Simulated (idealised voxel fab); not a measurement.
The name of this process module is voxel capacitor over wiring.
Pictured: cross-section cut, 165 nm wide, on a grid of 5 nm square cells.
Each cross-section below is a grid of square cells, stated as bands in top-down order, with one or more rows of cells making up each band. In this notation a band is specified by the heights of its top and bottom, in that order and in nm, after which its materials appear from left to right, each paired with its width in nm. The word "full width" attached to a single material means that material fills the band from edge to edge; the word "air" stands for empty space. Ref level 0: as-received wafer is one material below here. Bottom band extends down with no lower bound ("0 down"). The expression "30 to 40" gives the width at the extremes of the band, the first number at its top row of cells and the second at its bottom row, with the width changing by equal amounts from each row to the next in between. "remained the same", as given for a step, is the statement that not any cell of the cross-section underwent a change during that step. This entry, "Enclosed internal cavities", enumerates those empty regions of no fewer than 8 cells that possess no open connection to the top. Each region is reported in the form width x height at distance, the distance being taken from the left edge, with all three quantities expressed in nm. Heads up: the bit after the settings on a step's line is the simulator's remark on that step. "overlay nm" on a masked step: distance the mask lay right of its planned place, negative for left. Before/after cross-section pairs, one process step each; after shown to lowest changed band; step and settings beneath. Pairs may be from different runs of this module on the same starting wafer; a pair continues from the one above only where its "Pre-step condition" entry says so.

-- Pre-step condition
  0 down  Si full width
  Enclosed internal cavities: none

-- Post-Process View
  15 to 0  SiO2 full width
  Below a height of 0, the structure has not been altered.
  Enclosed internal cavities: none
The process step separating the two cross-sections depicted above is as follows: op CONFORMAL_DEP | material SiO2 | thk nm 15

Pre-step condition: For the state before this step, see the after cross-section of the pair located directly above.

-- Post-Process View
  20 to 15  SiCN full width
  Below a height of 15, the structure has not been altered.
  Enclosed internal cavities: none
The process step separating the two cross-sections depicted above is as follows: op CONFORMAL_DEP | material SiCN | thk nm 5

Pre-step condition: For the state before this step, see the after cross-section of the pair located directly above.

-- Post-Process View
  45 to 20  SiO2 full width
  Below a height of 20, the structure has not been altered.
  Enclosed internal cavities: none
The process step separating the two cross-sections depicted above is as follows: op DIRECTIONAL_DEP | material SiO2 | thk nm 25

Pre-step condition: For the state before this step, see the after cross-section of the pair located directly above.

-- Post-Process View
  60 to 45  resist (20) / air (30) / resist (65) / air (30) / resist (20)
  Below a height of 45, the structure has not been altered.
  Enclosed internal cavities: none
The process step separating the two cross-sections depicted above is as follows: op PATTERN | tone open | mask id METAL_1 | material resist | width nm 30 | pitch nm 95 | thk nm 15 | overlay nm 0

Pre-step condition: For the state before this step, see the after cross-section of the pair located directly above.

-- Post-Process View
  60 to 45  resist (20) / air (30) / resist (65) / air (30) / resist (20)
  45 to 20  SiO2 (20) / air (30) / SiO2 (65) / air (30) / SiO2 (20)
  Below a height of 20, the structure has not been altered.
  Enclosed internal cavities: none
The process step separating the two cross-sections depicted above is as follows: op DIRECTIONAL_ETCH | etch materials SiO2 | depth nm 25

Pre-step condition: For the state before this step, see the after cross-section of the pair located directly above.

-- Post-Process View
  60 to 45  resist (20) / air (30) / resist (65) / air (30) / resist (20)
  45 to 20  SiO2 (20) / air (30) / SiO2 (65) / air (30) / SiO2 (20)
  20 to 15  SiCN (20) / air (30) / SiCN (65) / air (30) / SiCN (20)
  Below a height of 15, the structure has not been altered.
  Enclosed internal cavities: none
The process step separating the two cross-sections depicted above is as follows: op DIRECTIONAL_ETCH | etch materials SiCN | depth nm 5

Pre-step condition: For the state before this step, see the after cross-section of the pair located directly above.

-- Post-Process View
  45 to 20  SiO2 (20) / air (30) / SiO2 (65) / air (30) / SiO2 (20)
  Below a height of 20, the structure has not been altered.
  Enclosed internal cavities: none
The process step separating the two cross-sections depicted above is as follows: op STRIP | etch materials resist

Pre-step condition: For the state before this step, see the after cross-section of the pair located directly above.

-- Post-Process View
  50 to 45  TiN (25) / air (20) / TiN (75) / air (20) / TiN (25)
  45 to 20  SiO2 (20) / TiN (5) / air (20) / TiN (5) / SiO2 (65) / TiN (5) / air (20) / TiN (5) / SiO2 (20)
  20 to 15  SiCN (20) / TiN (30) / SiCN (65) / TiN (30) / SiCN (20)
  Below a height of 15, the structure has not been altered.
  Enclosed internal cavities: none
The process step separating the two cross-sections depicted above is as follows: op CONFORMAL_DEP | material TiN | thk nm 5

Pre-step condition: For the state before this step, see the after cross-section of the pair located directly above.

-- Post-Process View
  55 to 50  Ru full width
  50 to 45  TiN (25) / Ru (20) / TiN (75) / Ru (20) / TiN (25)
  45 to 20  SiO2 (20) / TiN (5) / Ru (20) / TiN (5) / SiO2 (65) / TiN (5) / Ru (20) / TiN (5) / SiO2 (20)
  Below a height of 20, the structure has not been altered.
  Enclosed internal cavities: none
The process step separating the two cross-sections depicted above is as follows: op FILL_DEP | material Ru | thk nm 5

Pre-step condition: For the state before this step, see the after cross-section of the pair located directly above.

-- Post-Process View
  45 to 20  SiO2 (20) / TiN (5) / Ru (20) / TiN (5) / SiO2 (65) / TiN (5) / Ru (20) / TiN (5) / SiO2 (20)
  Below a height of 20, the structure has not been altered.
  Enclosed internal cavities: none
The process step separating the two cross-sections depicted above is as follows: op CMP | height nm 45

Pre-step condition: For the state before this step, see the after cross-section of the pair located directly above.

-- Post-Process View
  50 to 45  air (15) / Ru (40) / air (55) / Ru (40) / air (15)
  Below a height of 45, the structure has not been altered.
  Enclosed internal cavities: none
The process step separating the two cross-sections depicted above is as follows: op EPI | material Ru | thk nm 5

Pre-step condition: For the state before this step, see the after cross-section of the pair located directly above.

-- Post-Process View
  55 to 50  SiCN full width
  50 to 45  SiCN (15) / Ru (40) / SiCN (55) / Ru (40) / SiCN (15)
  Below a height of 45, the structure has not been altered.
  Enclosed internal cavities: none
The process step separating the two cross-sections depicted above is as follows: op FILL_DEP | material SiCN | thk nm 5

Pre-step condition: For the state before this step, see the after cross-section of the pair located directly above.

-- Post-Process View
  75 to 55  SiO2 full width
  Below a height of 55, the structure has not been altered.
  Enclosed internal cavities: none
The process step separating the two cross-sections depicted above is as follows: op DIRECTIONAL_DEP | material SiO2 | thk nm 20

Pre-step condition: For the state before this step, see the after cross-section of the pair located directly above.

-- Post-Process View
  85 to 75  aC full width
  Below a height of 75, the structure has not been altered.
  Enclosed internal cavities: none
The process step separating the two cross-sections depicted above is as follows: op DIRECTIONAL_DEP | material aC | thk nm 10

Pre-step condition: For the state before this step, see the after cross-section of the pair located directly above.

-- Post-Process View
  110 to 85  resist (35) / air (15) / resist (115)
  Below a height of 85, the structure has not been altered.
  Enclosed internal cavities: none
The process step separating the two cross-sections depicted above is as follows: op PATTERN | tone open | mask id PLUG_1 | material resist | width nm 15 | thk nm 25 | overlay nm 0

Pre-step condition: For the state before this step, see the after cross-section of the pair located directly above.

-- Post-Process View
  100 to 85  resist (35) / air (15) / resist (115)
  85 to 75  aC (35) / air (15) / aC (115)
  Below a height of 75, the structure has not been altered.
  Enclosed internal cavities: none
The process step separating the two cross-sections depicted above is as follows: op DIRECTIONAL_ETCH | etch materials aC | depth nm 10

Pre-step condition: For the state before this step, see the after cross-section of the pair located directly above.

-- Post-Process View
  85 to 75  aC (35) / air (15) / aC (115)
  Below a height of 75, the structure has not been altered.
  Enclosed internal cavities: none
The process step separating the two cross-sections depicted above is as follows: op STRIP | etch materials resist

Pre-step condition: For the state before this step, see the after cross-section of the pair located directly above.

-- Post-Process View
  85 to 75  aC (35) / air (15) / aC (115)
  75 to 55  SiO2 (35) / air (15) / SiO2 (115)
  Below a height of 55, the structure has not been altered.
  Enclosed internal cavities: none
The process step separating the two cross-sections depicted above is as follows: op DIRECTIONAL_ETCH | etch materials SiO2 | depth nm 20

Pre-step condition: For the state before this step, see the after cross-section of the pair located directly above.

-- Post-Process View
  85 to 75  aC (35) / air (15) / aC (115)
  75 to 55  SiO2 (35) / air (15) / SiO2 (115)
  55 to 50  SiCN (35) / air (15) / SiCN (115)
  Below a height of 50, the structure has not been altered.
  Enclosed internal cavities: none
The process step separating the two cross-sections depicted above is as follows: op DIRECTIONAL_ETCH | etch materials SiCN | depth nm 5

Pre-step condition: For the state before this step, see the after cross-section of the pair located directly above.

-- Post-Process View
  75 to 55  SiO2 (35) / air (15) / SiO2 (115)
  Below a height of 55, the structure has not been altered.
  Enclosed internal cavities: none
The process step separating the two cross-sections depicted above is as follows: op STRIP | etch materials aC

Pre-step condition: For the state before this step, see the after cross-section of the pair located directly above.

-- Post-Process View
  80 to 75  TiN (40) / air (5) / TiN (120)
  75 to 55  SiO2 (35) / TiN (5) / air (5) / TiN (5) / SiO2 (115)
  55 to 50  SiCN (35) / TiN (15) / SiCN (115)
  Below a height of 50, the structure has not been altered.
  Enclosed internal cavities: none
The process step separating the two cross-sections depicted above is as follows: op CONFORMAL_DEP | material TiN | thk nm 5

Pre-step condition: For the state before this step, see the after cross-section of the pair located directly above.

-- Post-Process View
  85 to 80  W full width
  80 to 75  TiN (40) / W (5) / TiN (120)
  75 to 55  SiO2 (35) / TiN (5) / W (5) / TiN (5) / SiO2 (115)
  Below a height of 55, the structure has not been altered.
  Enclosed internal cavities: none
The process step separating the two cross-sections depicted above is as follows: op FILL_DEP | material W | thk nm 5

Pre-step condition: For the state before this step, see the after cross-section of the pair located directly above.

-- Post-Process View
  75 to 55  SiO2 (35) / TiN (5) / W (5) / TiN (5) / SiO2 (115)
  Below a height of 55, the structure has not been altered.
  Enclosed internal cavities: none
The process step separating the two cross-sections depicted above is as follows: op CMP | height nm 75

Pre-step condition: For the state before this step, see the after cross-section of the pair located directly above.

-- Post-Process View
  80 to 75  TiN full width
  Below a height of 75, the structure has not been altered.
  Enclosed internal cavities: none
The process step separating the two cross-sections depicted above is as follows: op DIRECTIONAL_DEP | material TiN | thk nm 5

Pre-step condition: For the state before this step, see the after cross-section of the pair located directly above.

-- Post-Process View
  85 to 80  SiN full width
  Below a height of 80, the structure has not been altered.
  Enclosed internal cavities: none
The process step separating the two cross-sections depicted above is as follows: op DIRECTIONAL_DEP | material SiN | thk nm 5

Pre-step condition: For the state before this step, see the after cross-section of the pair located directly above.

-- Post-Process View
  95 to 85  TiN full width
  Below a height of 85, the structure has not been altered.
  Enclosed internal cavities: none
The process step separating the two cross-sections depicted above is as follows: op DIRECTIONAL_DEP | material TiN | thk nm 10

Pre-step condition: For the state before this step, see the after cross-section of the pair located directly above.

-- Post-Process View
  95 to 85  air (35) / TiN (70) / air (60)
  Below a height of 85, the structure has not been altered.
  Enclosed internal cavities: none
The process step separating the two cross-sections depicted above is as follows: op MASKED_ETCH | tone cover | mask id UPPER_PLATE | width nm 70 | etch materials TiN | depth nm 10 | overlay nm 0

Pre-step condition: For the state before this step, see the after cross-section of the pair located directly above.

-- Post-Process View
  95 to 85  air (35) / TiN (70) / air (60)
  85 to 80  air (35) / SiN (70) / air (60)
  Below a height of 80, the structure has not been altered.
  Enclosed internal cavities: none
The process step separating the two cross-sections depicted above is as follows: op MASKED_ETCH | tone cover | mask id UPPER_PLATE | width nm 70 | etch materials SiN | depth nm 5 | overlay nm 0

Pre-step condition: For the state before this step, see the after cross-section of the pair located directly above.

-- Post-Process View
  110 to 95  air (30) / resist (80) / air (55)
  95 to 85  air (30) / resist (5) / TiN (70) / resist (5) / air (55)
  85 to 80  air (30) / resist (5) / SiN (70) / resist (5) / air (55)
  Below a height of 80, the structure has not been altered.
  Enclosed internal cavities: none
The process step separating the two cross-sections depicted above is as follows: op PATTERN | tone cover | mask id LOWER_PLATE | material resist | width nm 80 | thk nm 15 | overlay nm 0

Pre-step condition: For the state before this step, see the after cross-section of the pair located directly above.

-- Post-Process View
  110 to 95  air (30) / resist (80) / air (55)
  95 to 85  air (30) / resist (5) / TiN (70) / resist (5) / air (55)
  85 to 80  air (30) / resist (5) / SiN (70) / resist (5) / air (55)
  80 to 75  air (30) / TiN (80) / air (55)
  Below a height of 75, the structure has not been altered.
  Enclosed internal cavities: none
The process step separating the two cross-sections depicted above is as follows: op DIRECTIONAL_ETCH | etch materials TiN | depth nm 5

Pre-step condition: For the state before this step, see the after cross-section of the pair located directly above.

-- Post-Process View
  95 to 85  air (35) / TiN (70) / air (60)
  85 to 80  air (35) / SiN (70) / air (60)
  Below a height of 80, the structure has not been altered.
  Enclosed internal cavities: none
The process step separating the two cross-sections depicted above is as follows: op STRIP | etch materials resist

Pre-step condition: For the state before this step, see the after cross-section of the pair located directly above.

-- Post-Process View
  110 to 95  SiO2 full width
  95 to 85  SiO2 (35) / TiN (70) / SiO2 (60)
  85 to 80  SiO2 (35) / SiN (70) / SiO2 (60)
  80 to 75  SiO2 (30) / TiN (80) / SiO2 (55)
  Below a height of 75, the structure has not been altered.
  Enclosed internal cavities: none
The process step separating the two cross-sections depicted above is as follows: op FILL_DEP | material SiO2 | thk nm 15

Pre-step condition: For the state before this step, see the after cross-section of the pair located directly above.

-- Post-Process View
  105 to 95  SiO2 full width
  Below a height of 95, the structure has not been altered.
  Enclosed internal cavities: none
The process step separating the two cross-sections depicted above is as follows: op CMP | height nm 105

Pre-step condition: For the state before this step, see the after cross-section of the pair located directly above.

-- Post-Process View
  125 to 105  resist (45) / air (15) / resist (105)
  Below a height of 105, the structure has not been altered.
  Enclosed internal cavities: none
The process step separating the two cross-sections depicted above is as follows: op PATTERN | tone open | mask id PLUG_2 | material resist | width nm 15 | thk nm 20 | overlay nm 0

Pre-step condition: For the state before this step, see the after cross-section of the pair located directly above.

-- Post-Process View
  125 to 105  resist (45) / air (15) / resist (105)
  105 to 95  SiO2 (45) / air (15) / SiO2 (105)
  Below a height of 95, the structure has not been altered.
  Enclosed internal cavities: none
The process step separating the two cross-sections depicted above is as follows: op DIRECTIONAL_ETCH | etch materials SiO2 | depth nm 10

Pre-step condition: For the state before this step, see the after cross-section of the pair located directly above.

-- Post-Process View
  105 to 95  SiO2 (45) / air (15) / SiO2 (105)
  Below a height of 95, the structure has not been altered.
  Enclosed internal cavities: none
The process step separating the two cross-sections depicted above is as follows: op STRIP | etch materials resist

Pre-step condition: For the state before this step, see the after cross-section of the pair located directly above.

-- Post-Process View
  110 to 105  TiN (50) / air (5) / TiN (110)
  105 to 100  SiO2 (45) / TiN (5) / air (5) / TiN (5) / SiO2 (105)
  100 to 95  SiO2 (45) / TiN (15) / SiO2 (105)
  Below a height of 95, the structure has not been altered.
  Enclosed internal cavities: none
The process step separating the two cross-sections depicted above is as follows: op CONFORMAL_DEP | material TiN | thk nm 5

Pre-step condition: For the state before this step, see the after cross-section of the pair located directly above.

-- Post-Process View
  115 to 110  Cu full width
  110 to 105  TiN (50) / Cu (5) / TiN (110)
  105 to 100  SiO2 (45) / TiN (5) / Cu (5) / TiN (5) / SiO2 (105)
  Below a height of 100, the structure has not been altered.
  Enclosed internal cavities: none
The process step separating the two cross-sections depicted above is as follows: op FILL_DEP | material Cu | thk nm 5

Pre-step condition: For the state before this step, see the after cross-section of the pair located directly above.

-- Post-Process View
  105 to 100  SiO2 (45) / TiN (5) / Cu (5) / TiN (5) / SiO2 (105)
  Below a height of 100, the structure has not been altered.
  Enclosed internal cavities: none
The process step separating the two cross-sections depicted above is as follows: op CMP | height nm 105

Pre-step condition: For the state before this step, see the after cross-section of the pair located directly above.

-- Post-Process View
  110 to 105  SiCN full width
  Below a height of 105, the structure has not been altered.
  Enclosed internal cavities: none
The process step separating the two cross-sections depicted above is as follows: op CONFORMAL_DEP | material SiCN | thk nm 5

-- Pre-step condition
  15 to 0  SiO2 full width
  0 down  Si full width
  Enclosed internal cavities: none

-- Post-Process View
  40 to 0  SiO2 full width
  Below a height of 0, the structure has not been altered.
  Enclosed internal cavities: none
The process step separating the two cross-sections depicted above is as follows: op DIRECTIONAL_DEP | material SiO2 | thk nm 25

Pre-step condition: For the state before this step, see the after cross-section of the pair located directly above.

-- Post-Process View
  55 to 40  resist (20) / air (30) / resist (65) / air (30) / resist (20)
  Below a height of 40, the structure has not been altered.
  Enclosed internal cavities: none
The process step separating the two cross-sections depicted above is as follows: op PATTERN | tone open | mask id METAL_1 | material resist | width nm 30 | pitch nm 95 | thk nm 15 | overlay nm 0

Pre-step condition: For the state before this step, see the after cross-section of the pair located directly above.

-- Post-Process View
  55 to 40  resist (20) / air (30) / resist (65) / air (30) / resist (20)
  40 to 15  SiO2 (20) / air (30) / SiO2 (65) / air (30) / SiO2 (20)
  Below a height of 15, the structure has not been altered.
  Enclosed internal cavities: none
The process step separating the two cross-sections depicted above is as follows: op DIRECTIONAL_ETCH | etch materials SiO2 | depth nm 25

Pre-step condition: For the state before this step, see the after cross-section of the pair located directly above.

-- Post-Process View
  40 to 15  SiO2 (20) / air (30) / SiO2 (65) / air (30) / SiO2 (20)
  Below a height of 15, the structure has not been altered.
  Enclosed internal cavities: none
The process step separating the two cross-sections depicted above is as follows: op STRIP | etch materials resist

Pre-step condition: For the state before this step, see the after cross-section of the pair located directly above.

-- Post-Process View
  45 to 40  TiN (25) / air (20) / TiN (75) / air (20) / TiN (25)
  40 to 20  SiO2 (20) / TiN (5) / air (20) / TiN (5) / SiO2 (65) / TiN (5) / air (20) / TiN (5) / SiO2 (20)
  20 to 15  SiO2 (20) / TiN (30) / SiO2 (65) / TiN (30) / SiO2 (20)
  Below a height of 15, the structure has not been altered.
  Enclosed internal cavities: none
The process step separating the two cross-sections depicted above is as follows: op CONFORMAL_DEP | material TiN | thk nm 5

Pre-step condition: For the state before this step, see the after cross-section of the pair located directly above.

-- Post-Process View
  50 to 45  Ru full width
  45 to 40  TiN (25) / Ru (20) / TiN (75) / Ru (20) / TiN (25)
  40 to 20  SiO2 (20) / TiN (5) / Ru (20) / TiN (5) / SiO2 (65) / TiN (5) / Ru (20) / TiN (5) / SiO2 (20)
  Below a height of 20, the structure has not been altered.
  Enclosed internal cavities: none
The process step separating the two cross-sections depicted above is as follows: op FILL_DEP | material Ru | thk nm 5

Pre-step condition: For the state before this step, see the after cross-section of the pair located directly above.

-- Post-Process View
  45 to 40  TiN (25) / Ru (20) / TiN (75) / Ru (20) / TiN (25)
  Below a height of 40, the structure has not been altered.
  Enclosed internal cavities: none
The process step separating the two cross-sections depicted above is as follows: op CMP | height nm 45

Pre-step condition: For the state before this step, see the after cross-section of the pair located directly above.

-- Post-Process View
  50 to 45  Ru full width
  Below a height of 45, the structure has not been altered.
  Enclosed internal cavities: none
The process step separating the two cross-sections depicted above is as follows: op EPI | material Ru | thk nm 5

Pre-step condition: For the state before this step, see the after cross-section of the pair located directly above.

-- Post-Process View
  55 to 50  SiCN full width
  Below a height of 50, the structure has not been altered.
  Enclosed internal cavities: none
The process step separating the two cross-sections depicted above is as follows: op FILL_DEP | material SiCN | thk nm 5

Pre-step condition: For the state before this step, see the after cross-section of the pair located directly above.

-- Post-Process View
  75 to 55  SiO2 full width
  Below a height of 55, the structure has not been altered.
  Enclosed internal cavities: none
The process step separating the two cross-sections depicted above is as follows: op DIRECTIONAL_DEP | material SiO2 | thk nm 20

Pre-step condition: For the state before this step, see the after cross-section of the pair located directly above.

-- Post-Process View
  85 to 75  aC full width
  Below a height of 75, the structure has not been altered.
  Enclosed internal cavities: none
The process step separating the two cross-sections depicted above is as follows: op DIRECTIONAL_DEP | material aC | thk nm 10

Pre-step condition: For the state before this step, see the after cross-section of the pair located directly above.

-- Post-Process View
  110 to 85  resist (35) / air (15) / resist (115)
  Below a height of 85, the structure has not been altered.
  Enclosed internal cavities: none
The process step separating the two cross-sections depicted above is as follows: op PATTERN | tone open | mask id PLUG_1 | material resist | width nm 15 | thk nm 25 | overlay nm 0

Pre-step condition: For the state before this step, see the after cross-section of the pair located directly above.

-- Post-Process View
  100 to 85  resist (35) / air (15) / resist (115)
  85 to 75  aC (35) / air (15) / aC (115)
  Below a height of 75, the structure has not been altered.
  Enclosed internal cavities: none
The process step separating the two cross-sections depicted above is as follows: op DIRECTIONAL_ETCH | etch materials aC | depth nm 10

Pre-step condition: For the state before this step, see the after cross-section of the pair located directly above.

-- Post-Process View
  85 to 75  aC (35) / air (15) / aC (115)
  Below a height of 75, the structure has not been altered.
  Enclosed internal cavities: none
The process step separating the two cross-sections depicted above is as follows: op STRIP | etch materials resist

Pre-step condition: For the state before this step, see the after cross-section of the pair located directly above.

-- Post-Process View
  85 to 75  aC (35) / air (15) / aC (115)
  75 to 55  SiO2 (35) / air (15) / SiO2 (115)
  Below a height of 55, the structure has not been altered.
  Enclosed internal cavities: none
The process step separating the two cross-sections depicted above is as follows: op DIRECTIONAL_ETCH | etch materials SiO2 | depth nm 20

Pre-step condition: For the state before this step, see the after cross-section of the pair located directly above.

-- Post-Process View
  85 to 75  aC (35) / air (15) / aC (115)
  75 to 55  SiO2 (35) / air (15) / SiO2 (115)
  55 to 50  SiCN (35) / air (15) / SiCN (115)
  Below a height of 50, the structure has not been altered.
  Enclosed internal cavities: none
The process step separating the two cross-sections depicted above is as follows: op DIRECTIONAL_ETCH | etch materials SiCN | depth nm 5

Pre-step condition: For the state before this step, see the after cross-section of the pair located directly above.

-- Post-Process View
  75 to 55  SiO2 (35) / air (15) / SiO2 (115)
  Below a height of 55, the structure has not been altered.
  Enclosed internal cavities: none
The process step separating the two cross-sections depicted above is as follows: op STRIP | etch materials aC

Pre-step condition: For the state before this step, see the after cross-section of the pair located directly above.

-- Post-Process View
  80 to 75  TiN (40) / air (5) / TiN (120)
  75 to 55  SiO2 (35) / TiN (5) / air (5) / TiN (5) / SiO2 (115)
  55 to 50  SiCN (35) / TiN (15) / SiCN (115)
  Below a height of 50, the structure has not been altered.
  Enclosed internal cavities: none
The process step separating the two cross-sections depicted above is as follows: op CONFORMAL_DEP | material TiN | thk nm 5

Pre-step condition: For the state before this step, see the after cross-section of the pair located directly above.

-- Post-Process View
  85 to 80  W full width
  80 to 75  TiN (40) / W (5) / TiN (120)
  75 to 55  SiO2 (35) / TiN (5) / W (5) / TiN (5) / SiO2 (115)
  Below a height of 55, the structure has not been altered.
  Enclosed internal cavities: none
The process step separating the two cross-sections depicted above is as follows: op FILL_DEP | material W | thk nm 5

Pre-step condition: For the state before this step, see the after cross-section of the pair located directly above.

-- Post-Process View
  75 to 55  SiO2 (35) / TiN (5) / W (5) / TiN (5) / SiO2 (115)
  Below a height of 55, the structure has not been altered.
  Enclosed internal cavities: none
The process step separating the two cross-sections depicted above is as follows: op CMP | height nm 75

Pre-step condition: For the state before this step, see the after cross-section of the pair located directly above.

-- Post-Process View
  80 to 75  TiN full width
  Below a height of 75, the structure has not been altered.
  Enclosed internal cavities: none
The process step separating the two cross-sections depicted above is as follows: op DIRECTIONAL_DEP | material TiN | thk nm 5

Pre-step condition: For the state before this step, see the after cross-section of the pair located directly above.

-- Post-Process View
  85 to 80  SiN full width
  Below a height of 80, the structure has not been altered.
  Enclosed internal cavities: none
The process step separating the two cross-sections depicted above is as follows: op DIRECTIONAL_DEP | material SiN | thk nm 5

Pre-step condition: For the state before this step, see the after cross-section of the pair located directly above.

-- Post-Process View
  95 to 85  TiN full width
  Below a height of 85, the structure has not been altered.
  Enclosed internal cavities: none
The process step separating the two cross-sections depicted above is as follows: op DIRECTIONAL_DEP | material TiN | thk nm 10

Pre-step condition: For the state before this step, see the after cross-section of the pair located directly above.

-- Post-Process View
  95 to 85  air (35) / TiN (70) / air (60)
  Below a height of 85, the structure has not been altered.
  Enclosed internal cavities: none
The process step separating the two cross-sections depicted above is as follows: op MASKED_ETCH | tone cover | mask id UPPER_PLATE | width nm 70 | etch materials TiN | depth nm 10 | overlay nm 0

Pre-step condition: For the state before this step, see the after cross-section of the pair located directly above.

-- Post-Process View
  95 to 85  air (35) / TiN (70) / air (60)
  85 to 80  air (35) / SiN (70) / air (60)
  Below a height of 80, the structure has not been altered.
  Enclosed internal cavities: none
The process step separating the two cross-sections depicted above is as follows: op MASKED_ETCH | tone cover | mask id UPPER_PLATE | width nm 70 | etch materials SiN | depth nm 5 | overlay nm 0

Pre-step condition: For the state before this step, see the after cross-section of the pair located directly above.

-- Post-Process View
  110 to 95  air (30) / resist (80) / air (55)
  95 to 85  air (30) / resist (5) / TiN (70) / resist (5) / air (55)
  85 to 80  air (30) / resist (5) / SiN (70) / resist (5) / air (55)
  Below a height of 80, the structure has not been altered.
  Enclosed internal cavities: none
The process step separating the two cross-sections depicted above is as follows: op PATTERN | tone cover | mask id LOWER_PLATE | material resist | width nm 80 | thk nm 15 | overlay nm 0

Pre-step condition: For the state before this step, see the after cross-section of the pair located directly above.

-- Post-Process View
  110 to 95  air (30) / resist (80) / air (55)
  95 to 85  air (30) / resist (5) / TiN (70) / resist (5) / air (55)
  85 to 80  air (30) / resist (5) / SiN (70) / resist (5) / air (55)
  80 to 75  air (30) / TiN (80) / air (55)
  Below a height of 75, the structure has not been altered.
  Enclosed internal cavities: none
The process step separating the two cross-sections depicted above is as follows: op DIRECTIONAL_ETCH | etch materials TiN | depth nm 5

Pre-step condition: For the state before this step, see the after cross-section of the pair located directly above.

-- Post-Process View
  95 to 85  air (35) / TiN (70) / air (60)
  85 to 80  air (35) / SiN (70) / air (60)
  Below a height of 80, the structure has not been altered.
  Enclosed internal cavities: none
The process step separating the two cross-sections depicted above is as follows: op STRIP | etch materials resist

Pre-step condition: For the state before this step, see the after cross-section of the pair located directly above.

-- Post-Process View
  110 to 95  SiO2 full width
  95 to 85  SiO2 (35) / TiN (70) / SiO2 (60)
  85 to 80  SiO2 (35) / SiN (70) / SiO2 (60)
  80 to 75  SiO2 (30) / TiN (80) / SiO2 (55)
  Below a height of 75, the structure has not been altered.
  Enclosed internal cavities: none
The process step separating the two cross-sections depicted above is as follows: op FILL_DEP | material SiO2 | thk nm 15

Pre-step condition: For the state before this step, see the after cross-section of the pair located directly above.

-- Post-Process View
  105 to 95  SiO2 full width
  Below a height of 95, the structure has not been altered.
  Enclosed internal cavities: none
The process step separating the two cross-sections depicted above is as follows: op CMP | height nm 105

Pre-step condition: For the state before this step, see the after cross-section of the pair located directly above.

-- Post-Process View
  125 to 105  resist (45) / air (15) / resist (105)
  Below a height of 105, the structure has not been altered.
  Enclosed internal cavities: none
The process step separating the two cross-sections depicted above is as follows: op PATTERN | tone open | mask id PLUG_2 | material resist | width nm 15 | thk nm 20 | overlay nm 0

Pre-step condition: For the state before this step, see the after cross-section of the pair located directly above.

-- Post-Process View
  125 to 105  resist (45) / air (15) / resist (105)
  105 to 95  SiO2 (45) / air (15) / SiO2 (105)
  Below a height of 95, the structure has not been altered.
  Enclosed internal cavities: none
The process step separating the two cross-sections depicted above is as follows: op DIRECTIONAL_ETCH | etch materials SiO2 | depth nm 10

Pre-step condition: For the state before this step, see the after cross-section of the pair located directly above.

-- Post-Process View
  105 to 95  SiO2 (45) / air (15) / SiO2 (105)
  Below a height of 95, the structure has not been altered.
  Enclosed internal cavities: none
The process step separating the two cross-sections depicted above is as follows: op STRIP | etch materials resist

Pre-step condition: For the state before this step, see the after cross-section of the pair located directly above.

-- Post-Process View
  110 to 105  TiN (50) / air (5) / TiN (110)
  105 to 100  SiO2 (45) / TiN (5) / air (5) / TiN (5) / SiO2 (105)
  100 to 95  SiO2 (45) / TiN (15) / SiO2 (105)
  Below a height of 95, the structure has not been altered.
  Enclosed internal cavities: none
The process step separating the two cross-sections depicted above is as follows: op CONFORMAL_DEP | material TiN | thk nm 5

Pre-step condition: For the state before this step, see the after cross-section of the pair located directly above.

-- Post-Process View
  115 to 110  Cu full width
  110 to 105  TiN (50) / Cu (5) / TiN (110)
  105 to 100  SiO2 (45) / TiN (5) / Cu (5) / TiN (5) / SiO2 (105)
  Below a height of 100, the structure has not been altered.
  Enclosed internal cavities: none
The process step separating the two cross-sections depicted above is as follows: op FILL_DEP | material Cu | thk nm 5

Pre-step condition: For the state before this step, see the after cross-section of the pair located directly above.

-- Post-Process View
  105 to 100  SiO2 (45) / TiN (5) / Cu (5) / TiN (5) / SiO2 (105)
  Below a height of 100, the structure has not been altered.
  Enclosed internal cavities: none
The process step separating the two cross-sections depicted above is as follows: op CMP | height nm 105

Pre-step condition: For the state before this step, see the after cross-section of the pair located directly above.

-- Post-Process View
  110 to 105  SiCN full width
  Below a height of 105, the structure has not been altered.
  Enclosed internal cavities: none
The process step separating the two cross-sections depicted above is as follows: op CONFORMAL_DEP | material SiCN | thk nm 5

-- Pre-step condition
  15 to 0  SiO2 full width
  0 down  Si full width
  Enclosed internal cavities: none

-- Post-Process View
  30 to 0  SiO2 full width
  Below a height of 0, the structure has not been altered.
  Enclosed internal cavities: none
The process step separating the two cross-sections depicted above is as follows: op CONFORMAL_DEP | material SiO2 | thk nm 15

Pre-step condition: For the state before this step, see the after cross-section of the pair located directly above.

-- Post-Process View
  35 to 30  SiCN full width
  Below a height of 30, the structure has not been altered.
  Enclosed internal cavities: none
The process step separating the two cross-sections depicted above is as follows: op CONFORMAL_DEP | material SiCN | thk nm 5

Pre-step condition: For the state before this step, see the after cross-section of the pair located directly above.

-- Post-Process View
  60 to 35  SiO2 full width
  Below a height of 35, the structure has not been altered.
  Enclosed internal cavities: none
The process step separating the two cross-sections depicted above is as follows: op DIRECTIONAL_DEP | material SiO2 | thk nm 25

Pre-step condition: For the state before this step, see the after cross-section of the pair located directly above.

-- Post-Process View
  75 to 60  resist (20) / air (30) / resist (65) / air (30) / resist (20)
  Below a height of 60, the structure has not been altered.
  Enclosed internal cavities: none
The process step separating the two cross-sections depicted above is as follows: op PATTERN | tone open | mask id METAL_1 | material resist | width nm 30 | pitch nm 95 | thk nm 15 | overlay nm 0

Pre-step condition: For the state before this step, see the after cross-section of the pair located directly above.

-- Post-Process View
  75 to 60  resist (20) / air (30) / resist (65) / air (30) / resist (20)
  60 to 35  SiO2 (20) / air (30) / SiO2 (65) / air (30) / SiO2 (20)
  Below a height of 35, the structure has not been altered.
  Enclosed internal cavities: none
The process step separating the two cross-sections depicted above is as follows: op DIRECTIONAL_ETCH | etch materials SiO2 | depth nm 25

Pre-step condition: For the state before this step, see the after cross-section of the pair located directly above.

-- Post-Process View
  75 to 60  resist (20) / air (30) / resist (65) / air (30) / resist (20)
  60 to 35  SiO2 (20) / air (30) / SiO2 (65) / air (30) / SiO2 (20)
  35 to 30  SiCN (20) / air (30) / SiCN (65) / air (30) / SiCN (20)
  Below a height of 30, the structure has not been altered.
  Enclosed internal cavities: none
The process step separating the two cross-sections depicted above is as follows: op DIRECTIONAL_ETCH | etch materials SiCN | depth nm 5
